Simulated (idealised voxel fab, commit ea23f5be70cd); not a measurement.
This is a process module. Its name is voxel local oxidation.
FYI the section here is cut, 290 nm wide, cells are 5 nm squares.
Each cross-section below is a grid of square cells, stated as bands in top-down order, with one or more rows of cells making up each band.
This entry defines a band. It first specifies the height of the band's top and the height of its bottom in nm, and then specifies the band's materials from left to right, stating each material with its width in nm. The word "all across" identifies a single material that fills the band from edge to edge, while the word "air" identifies empty space.
It should be noted that heights are counted from 0, beneath which the wafer as supplied is of one material throughout, and that the lowest band possesses no lower boundary but continues downward, as written in "0..down".
Width: "30..40" (first number = top row, second number = bottom row, same change from row to row of cells).
For the purposes of this document, the phrase "stayed the same" attached to a step denotes that no cell within the cross-section was modified by that step.
Under "Enclosed internal cavities" you'll find the enclosed gaps, the ones with no way out to the top, that are 8 cells or bigger; each reads width x height at distance, with distance counted from the left edge, everything in nm.
That trailing text on a step's line, after the settings, is the simulator's own remark on the step.
overlay nm: step with mask; distance mask lay right of planned place; negative value = left of planned place.
Intended process steps
1: RECEIVE with material Si
2: CONFORMAL_DEP with material SiO2, thk nm 5
3: CONFORMAL_DEP with material SiN, thk nm 10
4: MASKED_ETCH with tone cover, mask id ACTIVE, width nm 100, pitch nm 140, etch materials SiN, depth nm 10, overlay nm 0
5: SELECTIVE_ETCH with etch materials SiO2, depth nm 5
6: OXIDIZE with depth nm 15
7: STRIP with etch materials SiN
The first wafer of two, processed as planned
Cross-section of the wafer as it came to us, i.e., already through step 1
	0..down | Si all across
	Enclosed internal cavities: none
How the wafer stands in section after step 2
	5..0 | SiO2 all across
	No changes below 0.
How the wafer stands in section after step 3
	15..5 | SiN all across
	No changes below 5.
How the wafer stands in section after step 4
	15..5 | air 25, then SiN 100, then air 40, then SiN 100, then air 25
	No changes below 5.
How the wafer stands in section after step 5
	15..5 | air 25, then SiN 100, then air 40, then SiN 100, then air 25
	5..0 | air 30, then SiO2 90, then air 50, then SiO2 90, then air 30
	No changes below 0.
How the wafer stands in section after step 6
	15..5 | air 25, then SiN 100, then air 40, then SiN 100, then air 25
	5..0 | air 30, then SiO2 90, then air 50, then SiO2 90, then air 30
	0..-15 | SiO2 45, then Si 60, then SiO2 80, then Si 60, then SiO2 45
	No changes below -15.
How the wafer stands in section after step 7
	5..0 | air 30, then SiO2 90, then air 50, then SiO2 90, then air 30
	No changes below 0.
Okay, second wafer. Nothing different at the start, nothing different in the plan, just one mistake somewhere in the running. As far as step 3, counting that step, it's the first wafer all over again
At the planned end of step 4, the second wafer in cross-section
	15..5 | SiN 25, then air 100, then SiN 40, then air 100, then SiN 25
	No changes below 5.
At the planned end of step 5, the second wafer in cross-section
	15..5 | SiN 25, then air 100, then SiN 40, then air 100, then SiN 25
	5..0 | SiO2 20, then air 110, then SiO2 30, then air 110, then SiO2 20
	No changes below 0.
At the planned end of step 6, the second wafer in cross-section
	15..5 | SiN 25, then air 100, then SiN 40, then air 100, then SiN 25
	5..0 | SiO2 20, then air 110, then SiO2 30, then air 110, then SiO2 20
	0..-15 | Si 5, then SiO2 280, then Si 5
	No changes below -15.
At the planned end of step 7, the second wafer in cross-section
	5..0 | SiO2 20, then air 110, then SiO2 30, then air 110, then SiO2 20
	No changes below 0.
Finding, execution versus plan: heads up, step 4 didn't go per plan, it actually ran as MASKED_ETCH with tone open, mask id ACTIVE, width nm 100, pitch nm 140, etch materials SiN, depth nm 10, overlay nm 0
Final comparison by cell count, materials where the second wafer has more or fewer than the first: 66 fewer of Si; 44 more of SiO2
